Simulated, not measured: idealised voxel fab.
Module name: voxel self aligned contacts (process module)
It is cross-section cut that appears here, measuring 200 nm in width, its square cells being 5 nm in size.
In what follows, cross-sections appear as grids of square cells, described through bands that run from the top down, where every band is one or more rows of cells.
Per band: top height and bottom height in nm, followed by the left-to-right materials and their widths in nm; "throughout" marks a single material spanning edge to edge, "empty" marks empty space.
Where do heights start? At 0: under that level the wafer as delivered is made of one material only. And the lowest band has no floor; it just carries on downward, as in "0..down".
With a width like "30->40", each row of cells in the band differs from the next by the same amount, the top row carrying the first number and the bottom row the second.
What does "nothing got changed" mean for a step? It means no cell of the cross-section changed in that step.
So "Closed empty spaces" is basically the list of trapped voids: any empty space of 8 cells or more that can't reach the top through an opening. They're written width x height at distance, the distance being from the left edge, and it's all nm.
Step line, after settings: the simulator's comment on this step.
For masked steps, "overlay nm" on the step line gives how far right of plan the mask actually lay; a minus sign means it lay to the left.

### Below is the list of planned process steps
1. RECEIVE (material Si)
2. OXIDIZE (depth nm 5)
3. DIRECTIONAL_DEP (material polySi; thk nm 30)
4. DIRECTIONAL_DEP (material SiN; thk nm 15)
5. MASKED_ETCH (tone cover; mask id GATE; width nm 35; pitch nm 60; etch materials SiN; depth nm 15; overlay nm 0)
6. MASKED_ETCH (tone cover; mask id GATE; width nm 35; pitch nm 60; etch materials polySi; depth nm 30; overlay nm 0)
7. CONFORMAL_DEP (material SiN; thk nm 5)
8. DIRECTIONAL_ETCH (etch materials SiN; depth nm 5)
9. FILL_DEP (material SiO2; thk nm 20)
10. CMP (height nm 55)
11. MASKED_ETCH (tone open; mask id CONTACT; width nm 35; pitch nm 60; etch materials SiO2; depth nm 60; overlay nm 0)
12. CONFORMAL_DEP (material TiN; thk nm 5)
13. FILL_DEP (material W; thk nm 10)
14. CMP (height nm 55)
15. CONFORMAL_DEP (material SiN; thk nm 5)

### Cross-sectional view of the wafer in its as-received condition, corresponding to the state after step 1
	0..down = Si throughout
	Closed empty spaces: none

### First of two wafers: cross-section at end of module, run per plan
	60..55 = SiN throughout
	55..45 = 50 SiO2, then 5->15 TiN, then 25->5 W, then 5->15 TiN, then 25 SiO2, then 5->15 TiN, then 25->5 W, then 5->15 TiN, then 55 SiO2
	45..30 = 15 SiO2, then 45 SiN, then 5 TiN, then 5 W, then 5 TiN, then 45 SiN, then 5 TiN, then 5 W, then 5 TiN, then 45 SiN, then 20 SiO2
	30..0 = 15 SiO2, then 5 SiN, then 35 polySi, then 5 SiN, then 5 TiN, then 5 W, then 5 TiN, then 5 SiN, then 35 polySi, then 5 SiN, then 5 TiN, then 5 W, then 5 TiN, then 5 SiN, then 35 polySi, then 5 SiN, then 20 SiO2
	0..-5 = 60 SiO2, then 15 TiN, then 45 SiO2, then 15 TiN, then 65 SiO2
	-5..down = Si throughout
	Closed empty spaces: none

### Cross-section of the latter of the two wafers at module completion. It had an identical start and an identical plan to the former; in running it, one mistake was made
	60..55 = SiN throughout
	55..45 = 50 SiO2, then 5->15 TiN, then 25->5 W, then 5->15 TiN, then 25 SiO2, then 5->15 TiN, then 25->5 W, then 5->15 TiN, then 55 SiO2
	45..30 = 15 SiO2, then 45 SiN, then 5 TiN, then 5 W, then 5 TiN, then 45 SiN, then 5 TiN, then 5 W, then 5 TiN, then 45 SiN, then 20 SiO2
	30..5 = 15 SiO2, then 5 SiN, then 35 polySi, then 5 SiN, then 5 TiN, then 5 W, then 5 TiN, then 5 SiN, then 35 polySi, then 5 SiN, then 5 TiN, then 5 W, then 5 TiN, then 5 SiN, then 35 polySi, then 5 SiN, then 20 SiO2
	5..0 = 15 SiO2, then 5 SiN, then 35 polySi, then 5 SiN, then 15 TiN, then 5 SiN, then 35 polySi, then 5 SiN, then 15 TiN, then 5 SiN, then 35 polySi, then 5 SiN, then 20 SiO2
	0..down = Si throughout
	Closed empty spaces: none
Error vs. plan: step 2 of the plan was jumped over and never run
The second wafer ends with more or fewer cells of some materials than the first, per final count: 40 more of Si | 34 fewer of SiO2 | 4 fewer of TiN | 2 fewer of W
